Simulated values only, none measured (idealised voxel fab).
Process module heading - voxel ribs on slabs
The figure presents cross-section cut, which has a width of 280 nm and is divided into square cells with an edge length of 5 nm.
Throughout this document, each cross-section is represented as a grid of square cells and is presented as a sequence of bands enumerated from the top downward, where a band comprises one or more rows of cells.
This entry defines a band. It first specifies the height of the band's top and the height of its bottom in nm, and then specifies the band's materials from left to right, stating each material with its width in nm. The word "everywhere" identifies a single material that fills the band from edge to edge, while the word "blank" identifies empty space.
For the purposes of this specification, 0 denotes the height below which the wafer in its as-received condition is composed wholly of one material, and the lowermost band, lacking a lower limit, extends downward without end, as expressed in "0 down".
Width: "30 to 40" (first number = top row, second number = bottom row, same change from row to row of cells).
Given "identical to before" for a step, no cell of the cross-section differs between before and after that step.
"Tabulated closed voids" lists enclosed empty spaces (at least 8 cells, no open path upward to the top), each as width x height at distance from the left edge, in nm.
Anything after a step's settings on that line? It's the simulator's own note about the step.
overlay nm: step with mask; distance mask lay right of planned place; negative value = left of planned place.
## Intended process steps
1) RECEIVE: material Si
2) DIRECTIONAL_DEP: material SiO2, thk nm 30
3) DIRECTIONAL_DEP: material SiN, thk nm 20
4) PATTERN: tone cover, mask id RIB, material resist, width nm 15, thk nm 15, overlay nm 0
5) DIRECTIONAL_ETCH: etch materials SiN, depth nm 10
6) STRIP: etch materials resist
7) MASKED_ETCH: tone cover, mask id SLAB, width nm 45, etch materials SiN, depth nm 10, overlay nm 0
8) FILL_DEP: material SiO2, thk nm 20
9) CMP: height nm 60
10) DIRECTIONAL_DEP: material W, thk nm 5
11) MASKED_ETCH: tone cover, mask id HEATER, width nm 25, etch materials W, depth nm 5, overlay nm 0
12) CONFORMAL_DEP: material SiO2, thk nm 5
## Incoming wafer, cross-sectional view, post step 1
* 0 down  Si everywhere
* Tabulated closed voids: none
## Result of the module, cross-sectioned: start per above, plan per above, one error in how it was run
* 70 to 65  blank: 120 | SiO2: 35 | blank: 125
* 65 to 60  SiO2: 125 | W: 25 | SiO2: 130
* 60 to 20  SiO2 everywhere
* 20 to 0  SiN everywhere
* 0 down  Si everywhere
* Tabulated closed voids: none
Want to know what went wrong? sequence error: steps 2 and 3 interchanged
